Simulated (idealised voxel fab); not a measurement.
You're looking at the process module voxel ribs on slabs.
FYI the section here is cut, 275 nm wide, cells are 5 nm squares.
We lay out every cross-section as a grid of square cells and spell it out in bands from the top down, where one band means one or more rows of cells.
Band: top and bottom heights (nm) first, top before bottom; then materials from left to right, widths in nm. "throughout" marks a sole material filling the band edge to edge. "blank" denotes empty space.
Counting heights begins at 0, where everything beneath is, in the wafer as received, one material. The lowest band has no bottom; it goes on downwards, as "from 0 down" shows.
Read "30 to 40" as a graded width: first number on top, second number at the bottom, same change between each pair of neighbouring rows.
For the purposes of this document, the phrase "changes: none" attached to a step denotes that no cell within the cross-section was modified by that step.
"Fully enclosed voids" contains a list of empty spaces, each no smaller than 8 cells and without an open way to the top, written in the form width x height at distance with the distance from the left edge and all three in nm.
Post-settings text on a step line: simulator's own remark regarding the step.
overlay nm: mask right of planned place by this much (step with mask). Neg. = left.
The following list gives the planned process steps
1: RECEIVE,material Si
2: DIRECTIONAL_DEP,material SiO2,thk nm 25
3: DIRECTIONAL_DEP,material SiN,thk nm 15
4: MASKED_ETCH,tone cover,mask id RIB,width nm 25,etch materials SiN,depth nm 5,overlay nm 0
5: DIRECTIONAL_DEP,material aC,thk nm 15
6: PATTERN,tone cover,mask id SLAB,material resist,width nm 55,thk nm 35,overlay nm 0
7: DIRECTIONAL_ETCH,etch materials aC,depth nm 15
8: STRIP,etch materials resist
9: DIRECTIONAL_ETCH,etch materials SiN,depth nm 10
10: STRIP,etch materials aC
11: FILL_DEP,material SiO2,thk nm 15
12: CMP,height nm 50
13: DIRECTIONAL_DEP,material W,thk nm 10
14: PATTERN,tone cover,mask id HEATER,material resist,width nm 35,thk nm 20,overlay nm 0
15: DIRECTIONAL_ETCH,etch materials W,depth nm 10
16: STRIP,etch materials resist
17: CONFORMAL_DEP,material SiN,thk nm 10
Cross-section of the wafer upon arrival, representing the state reached after step 1
	from 0 down | Si throughout
	Fully enclosed voids: none
The module was run from the start shown above using the plan shown above, but one mistake was made doing it; the resulting wafer cross-section is below
	from 65 to 60 | blank 110 nm  SiN 55 nm  blank 110 nm
	from 60 to 55 | SiN throughout
	from 55 to 50 | SiN 120 nm  W 35 nm  SiN 120 nm
	from 50 to 40 | SiO2 throughout
	from 40 to 35 | SiO2 125 nm  SiN 25 nm  SiO2 125 nm
	from 35 to 25 | SiO2 110 nm  SiN 55 nm  SiO2 110 nm
	from 25 to 0 | SiO2 throughout
	from 0 down | Si throughout
	Fully enclosed voids: none
What broke from the plan during processing? in deviation from the planned setting, step 13 was conducted as DIRECTIONAL_DEP,material W,thk nm 5
